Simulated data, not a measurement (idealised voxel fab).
The name of this process module is voxel self aligned vias.
Xsec cut, 295 nm wide, square cell size 5 nm.
In this document a cross-section is written as a grid of square cells. It is given as a series of bands, listed from the top down, and a band is one or more rows of cells. A band entry consists of two parts. The first gives the height of the band's top and the height of its bottom, in nm. The rest lists the band's materials from left to right, each with its width in nm. A single material labelled with the word "all across" fills the band from edge to edge, and the word "blank" marks empty space. It should be noted that heights are counted from 0, beneath which the wafer as supplied is of one material throughout, and that the lowest band possesses no lower boundary but continues downward, as written in "0 -> down". Note: "30->40" means the width goes from the first number (top row of the band) to the second number (bottom row) in equal steps per row of cells. Where the words "no modification" appear for a step, the cross-section shows no cell changed by that step; every cell remained as before. "Enclosed cavity list" enumerates empty spaces isolated from the top, with no open way to it, that contain at least 8 cells, giving each as width x height at distance from the left edge, all three in nm. That trailing text on a step's line, after the settings, is the simulator's own remark on the step. "overlay nm" answers the question of how far to the right of plan the mask lay on a step that has a mask, and when it is negative the answer is to the left.

Plan
step 1: RECEIVE (material Si)
step 2: CONFORMAL_DEP (material SiO2; thk nm 10)
step 3: CONFORMAL_DEP (material SiCN; thk nm 5)
step 4: DIRECTIONAL_DEP (material SiO2; thk nm 25)
step 5: DIRECTIONAL_DEP (material aC; thk nm 15)
step 6: PATTERN (tone open; mask id LINES; material resist; width nm 30; pitch nm 65; thk nm 30; overlay nm 0)
step 7: DIRECTIONAL_ETCH (etch materials aC; depth nm 15)
step 8: STRIP (etch materials resist)
step 9: DIRECTIONAL_ETCH (etch materials SiO2; depth nm 25)
step 10: STRIP (etch materials aC)
step 11: CONFORMAL_DEP (material TiN; thk nm 5)
step 12: FILL_DEP (material W; thk nm 5)
step 13: CMP (height nm 40)
step 14: SELECTIVE_ETCH (etch materials W Ru TiN; depth nm 5)
step 15: FILL_DEP (material SiN; thk nm 5)
step 16: CMP (height nm 40)
step 17: DIRECTIONAL_DEP (material SiO2; thk nm 15)
step 18: DIRECTIONAL_DEP (material aC; thk nm 15)
step 19: PATTERN (tone open; mask id VIAS; material resist; width nm 40; thk nm 35; overlay nm 0)
step 20: DIRECTIONAL_ETCH (etch materials aC; depth nm 15)
step 21: STRIP (etch materials resist)
step 22: DIRECTIONAL_ETCH (etch materials SiO2; depth nm 15)
step 23: DIRECTIONAL_ETCH (etch materials SiN; depth nm 5)
step 24: STRIP (etch materials aC)
step 25: CONFORMAL_DEP (material TiN; thk nm 5)
step 26: FILL_DEP (material W; thk nm 5)
step 27: CMP (height nm 55)
step 28: CONFORMAL_DEP (material SiN; thk nm 5)

Wafer cross-section on receipt, i.e. after step 1
* 0 -> down: Si all across
* Enclosed cavity list: none

What the wafer looks like in cross-section after this module, when it starts as shown above and follows the plan above but one mistake is made in running it
* 60 -> 55: SiN all across
* 55 -> 45: SiO2 95, then TiN 5, then W 30, then TiN 5, then SiO2 160
* 45 -> 40: SiO2 95, then TiN 15, then W 20, then TiN 5, then SiO2 160
* 40 -> 35: SiO2 105, then TiN 30, then SiO2 35, then SiN 30, then SiO2 95
* 35 -> 20: SiO2 105, then TiN 5, then W 20, then TiN 5, then SiO2 35, then TiN 5, then W 20, then TiN 5, then SiO2 95
* 20 -> 15: SiO2 105, then TiN 30, then SiO2 35, then TiN 30, then SiO2 95
* 15 -> 10: SiCN all across
* 10 -> 0: SiO2 all across
* 0 -> down: Si all across
* Enclosed cavity list: none
The plan and the run diverged here: for step 6, the planned setting was not used; the step was instead run as PATTERN (tone open; mask id LINES; material resist; width nm 30; pitch nm 65; thk nm 30; overlay nm 5)
